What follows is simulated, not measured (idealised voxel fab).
Proc. module: voxel released beams
For reference, the cross-section in this document is cut, with width 250 nm and square cells of 5 nm.
When this document writes out a cross-section, it uses a grid of square cells and lists it as bands, beginning at the top and moving down, with a band standing for one or more rows of cells.
This entry defines a band. It first specifies the height of the band's top and the height of its bottom in nm, and then specifies the band's materials from left to right, stating each material with its width in nm. The word "edge to edge" identifies a single material that fills the band from edge to edge, while the word "air" identifies empty space.
Height datum 0, below which the as-received substrate wafer is one material. Lowest band open at the bottom, running downward: "0 down".
Width: "30 to 40" (first number = top row, second number = bottom row, same change from row to row of cells).
You'll sometimes find "same as before" written for a step, and that's the way of saying that nowhere in the cross-section did a cell change during that step.
Empty spaces without an open route to the top, at least 8 cells in extent, make up the entry "Sealed void listing"; each is given as width x height at distance, where the distance is measured from the left edge, and all are in nm.
Text after the settings on a step's line: the simulator's own remark on that step.
The "overlay nm" setting may appear on a step's line; for a step that uses a mask, it gives how far to the right of its planned position the mask lay, and a negative value indicates the left.

The following list gives the planned process steps:
1: RECEIVE with material Si
2: CONFORMAL_DEP with material SiN, thk nm 10
3: DIRECTIONAL_DEP with material SiO2, thk nm 10
4: PATTERN with tone open, mask id ANCHOR, material resist, width nm 25, thk nm 15, overlay nm -15
5: DIRECTIONAL_ETCH with etch materials SiO2, depth nm 10
6: STRIP with etch materials resist
7: CONFORMAL_DEP with material polySi, thk nm 10
8: PATTERN with tone cover, mask id BEAM, material resist, width nm 100, thk nm 20, overlay nm 0
9: DIRECTIONAL_ETCH with etch materials polySi, depth nm 10
10: STRIP with etch materials resist
11: STRIP with etch materials SiO2
The plan shows the overlay nm of step 4 as the first wafer had it; this setting differs between the wafers, which start out alike.

Incoming state of the first of several wafers in cross-section: after step 1:
    0 down | Si edge to edge
    Sealed void listing: none

Every row in this table is a wafer at the end of the module, and it gives, for each of the materials, the cells that wafer has gained (+) or lost (-) since it was received, then its closed voids:
overlay nm -15; +100 SiN; +48 polySi; Sealed void listing: none
overlay nm -10; +100 SiN; +48 polySi; Sealed void listing: none
overlay nm -5; +100 SiN; +48 polySi; Sealed void listing: none
overlay nm 0; +100 SiN; +48 polySi; Sealed void listing: none
overlay nm 5; +100 SiN; +48 polySi; Sealed void listing: none
overlay nm 10; +100 SiN; +48 polySi; Sealed void listing: none
overlay nm 15; +100 SiN; +48 polySi; Sealed void listing: none
